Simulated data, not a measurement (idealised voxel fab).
process module | voxel ribs on slabs
cross-section cut | 190 nm wide | cells 5 nm
A cross-section is a grid of square cells, given in bands from the top down. A band is one or more rows of cells.
Each band's line starts with the height of the band's top and of its bottom, in nm. Then come its materials from left to right, each with its width in nm. One material with "throughout" fills the band from edge to edge. "air" is empty space.
Height 0 is the level under which the wafer as received is all one material. The lowest band goes on downwards, as in "0 down".
A width such as "30 to 40" changes by the same amount from each row of cells to the next, from the band's top row to its bottom row.
"no change" after a step means that no cell of the cross-section changed.
closed voids: empty space of 8 cells or more with no open way to the top, each as width x height at its distance from the left edge, in nm
after a step's settings: what the simulator itself notes on the step
overlay nm, on a step with a mask: how far to the right of its planned place the mask lay; to the left if negative
plan
1 op RECEIVE | material Si
2 op DIRECTIONAL_DEP | material SiO2 | thk nm 20
3 op DIRECTIONAL_DEP | material polySi | thk nm 25
4 op DIRECTIONAL_DEP | material aC | thk nm 10
5 op PATTERN | tone cover | mask id RIB | material resist | width nm 25 | thk nm 25 | overlay nm 0
6 op DIRECTIONAL_ETCH | etch materials aC | depth nm 10
7 op STRIP | etch materials resist
8 op DIRECTIONAL_ETCH | etch materials polySi | depth nm 10
9 op STRIP | etch materials aC
10 op PATTERN | tone cover | mask id SLAB | material resist | width nm 75 | thk nm 20 | overlay nm 0
11 op DIRECTIONAL_ETCH | etch materials polySi | depth nm 15
12 op STRIP | etch materials resist
13 op FILL_DEP | material SiO2 | thk nm 25
14 op CMP | height nm 65
15 op DIRECTIONAL_DEP | material W | thk nm 5
16 op MASKED_ETCH | tone cover | mask id HEATER | width nm 35 | etch materials W | depth nm 5 | overlay nm 0
17 op CONFORMAL_DEP | material SiN | thk nm 5
as received, after step 1
  0 down: Si throughout
  closed voids: none
first wafer at the end, as planned
  75 to 70: air 70 | SiN 45 | air 75
  70 to 65: SiN 75 | W 35 | SiN 80
  65 to 45: SiO2 throughout
  45 to 35: SiO2 80 | polySi 25 | SiO2 85
  35 to 20: SiO2 55 | polySi 75 | SiO2 60
  20 to 0: SiO2 throughout
  0 down: Si throughout
  closed voids: none
second wafer at the end: like start, like plan, one mistake
  75 to 70: air 70 | SiN 45 | air 75
  70 to 65: SiN 75 | W 35 | SiN 80
  65 to 25: SiO2 throughout
  25 to 0: polySi throughout
  0 down: Si throughout
  closed voids: none
what went wrong: steps 2 and 3 were swapped
at the end the second wafer has, in cells: 135 fewer of SiO2 | 135 more of polySi
